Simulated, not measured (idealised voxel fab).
Herein follows the process module entitled voxel self aligned vias.
Cross-sectional view cut (width: 240 nm; square cell size: 5 nm).
Throughout this document, each cross-section is represented as a grid of square cells and is presented as a sequence of bands enumerated from the top downward, where a band comprises one or more rows of cells. Heads up on the band format: heights come first, top then bottom, in nm. After that it's the materials left to right, each with its width in nm. A single material flagged "everywhere" fills the whole band edge to edge, and "blank" means there's empty space there. Beneath 0, the wafer as received is one material, and that level is where height counting begins. The lowest band goes on downward without a bottom; it is written like "0 down". Quick explanation for "30..40": the width changes in equal steps down the rows of cells, from the first number in the band's top row to the second number in its bottom row. "nothing altered" for a step: no cell of the cross-section changed in that step. Listed in "Sealed internal voids": every empty space of 8 or more cells without an open way to the top. Form: width x height at distance, the distance being from the left edge, all in nm. It should be noted that, on the line of a given step, the content following the step's settings is a remark produced by the simulator itself with respect to that step. overlay nm: for a step with a mask, the amount by which the mask lay right of where it was planned; a negative amount means left of it.
[Planned process steps]
1: RECEIVE [material Si]
2: CONFORMAL_DEP [material SiO2] [thk nm 15]
3: CONFORMAL_DEP [material SiCN] [thk nm 5]
4: DIRECTIONAL_DEP [material SiO2] [thk nm 20]
5: DIRECTIONAL_DEP [material aC] [thk nm 10]
6: PATTERN [tone open] [mask id LINES] [material resist] [width nm 20] [pitch nm 50] [thk nm 30] [overlay nm 0]
7: DIRECTIONAL_ETCH [etch materials aC] [depth nm 10]
8: STRIP [etch materials resist]
9: DIRECTIONAL_ETCH [etch materials SiO2] [depth nm 30]
10: STRIP [etch materials aC]
11: CONFORMAL_DEP [material TiN] [thk nm 5]
12: FILL_DEP [material Ru] [thk nm 5]
13: CMP [height nm 50]
14: SELECTIVE_ETCH [etch materials W Ru TiN] [depth nm 5]
15: FILL_DEP [material SiN] [thk nm 5]
16: CMP [height nm 50]
17: DIRECTIONAL_DEP [material SiO2] [thk nm 20]
18: PATTERN [tone open] [mask id VIAS] [material resist] [width nm 30] [pitch nm 100] [thk nm 20] [overlay nm 0]
19: DIRECTIONAL_ETCH [etch materials SiO2] [depth nm 20]
20: DIRECTIONAL_ETCH [etch materials SiN] [depth nm 5]
21: STRIP [etch materials resist]
22: CONFORMAL_DEP [material TiN] [thk nm 5]
23: FILL_DEP [material Cu] [thk nm 5]
24: CMP [height nm 70]
25: CONFORMAL_DEP [material SiN] [thk nm 5]
Wafers differ in thk nm at step 4; plan lists the first wafer's value; identical starting state.
[Received wafers, first of several: cross-section after step 1]
    0 down = Si everywhere
    Sealed internal voids: none
[Below, a row for every wafer. Read it as the end-of-module picture: for each material the wafer shows its cells gained (+) or lost (-) since it was received, and then its closed voids]
thk nm 20; +32 Cu; +24 Ru; +48 SiCN; +84 SiN; +432 SiO2; +100 TiN; Sealed internal voids: none
thk nm 25; +32 Cu; +24 Ru; +48 SiCN; +84 SiN; +468 SiO2; +64 TiN; Sealed internal voids: none
thk nm 30; +28 Cu; +24 Ru; +48 SiCN; +52 SiN; +504 SiO2; +64 TiN; Sealed internal voids: none
thk nm 35; +28 Cu; +18 Ru; +48 SiCN; +52 SiN; +516 SiO2; +58 TiN; Sealed internal voids: none
thk nm 40; +28 Cu; +12 Ru; +48 SiCN; +52 SiN; +528 SiO2; +52 TiN; Sealed internal voids: none
thk nm 45; +28 Cu; +6 Ru; +48 SiCN; +52 SiN; +540 SiO2; +46 TiN; Sealed internal voids: none
